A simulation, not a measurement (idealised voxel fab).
The process module that follows is named voxel plated lines.
Cross-section cut: width 240 nm, square cells of 5 nm.
Throughout this document, each cross-section is represented as a grid of square cells and is presented as a sequence of bands enumerated from the top downward, where a band comprises one or more rows of cells. Heads up on the band format: heights come first, top then bottom, in nm. After that it's the materials left to right, each with its width in nm. A single material flagged "full width" fills the whole band edge to edge, and "empty" means there's empty space there. Heads up on the height convention: 0 is the point under which the incoming wafer is all one material, and the lowest band has no bottom, it just keeps going down, like "0 nm and below". The expression "30..40" gives the width at the extremes of the band, the first number at its top row of cells and the second at its bottom row, with the width changing by equal amounts from each row to the next in between. Key: "remains unaltered" - step with no changed cell in the cross-section. Enclosed voids (no open way to top), threshold 8 cells or more, entry "Closed void list", notation width x height at distance, distance from left edge, nm. If you see something after the settings on a step's line, that's the simulator's own remark about that step. overlay nm: how far to the right of its planned place the mask lay on this masked step (negative: to the left).

-- Steps in the process plan
1. RECEIVE,material Si
2. CONFORMAL_DEP,material SiN,thk nm 5
3. DIRECTIONAL_DEP,material TiN,thk nm 5
4. PATTERN,tone open,mask id LINES,material resist,width nm 15,pitch nm 35,thk nm 35,overlay nm -15
5. EPI,material Ru,thk nm 5
6. EPI,material Ru,thk nm 5
7. EPI,material Ru,thk nm 10
8. STRIP,etch materials resist
9. DIRECTIONAL_ETCH,etch materials TiN,depth nm 5
10. CONFORMAL_DEP,material SiCN,thk nm 5
For clarity, it should be stated that the wafers under discussion commence in an identical condition and differ with respect to the overlay nm of step 4, the plan indicating the value that the first wafer had.

-- As received, i.e. after step 1: cross-section through the first of several wafers
> 0 nm and below: Si full width
> Closed void list: none

-- Below, a row for every wafer. Read it as the end-of-module picture: for each material the wafer shows its cells gained (+) or lost (-) since it was received, and then its closed voids
overlay nm -15 | +24 Ru | +68 SiCN | +48 SiN | +6 TiN | Closed void list: none
overlay nm -10 | +24 Ru | +68 SiCN | +48 SiN | +6 TiN | Closed void list: none
overlay nm -5 | +24 Ru | +68 SiCN | +48 SiN | +6 TiN | Closed void list: none
overlay nm 0 | +24 Ru | +68 SiCN | +48 SiN | +6 TiN | Closed void list: none
overlay nm 5 | +24 Ru | +68 SiCN | +48 SiN | +6 TiN | Closed void list: none
overlay nm 10 | +24 Ru | +68 SiCN | +48 SiN | +6 TiN | Closed void list: none
overlay nm 15 | +24 Ru | +68 SiCN | +48 SiN | +6 TiN | Closed void list: none
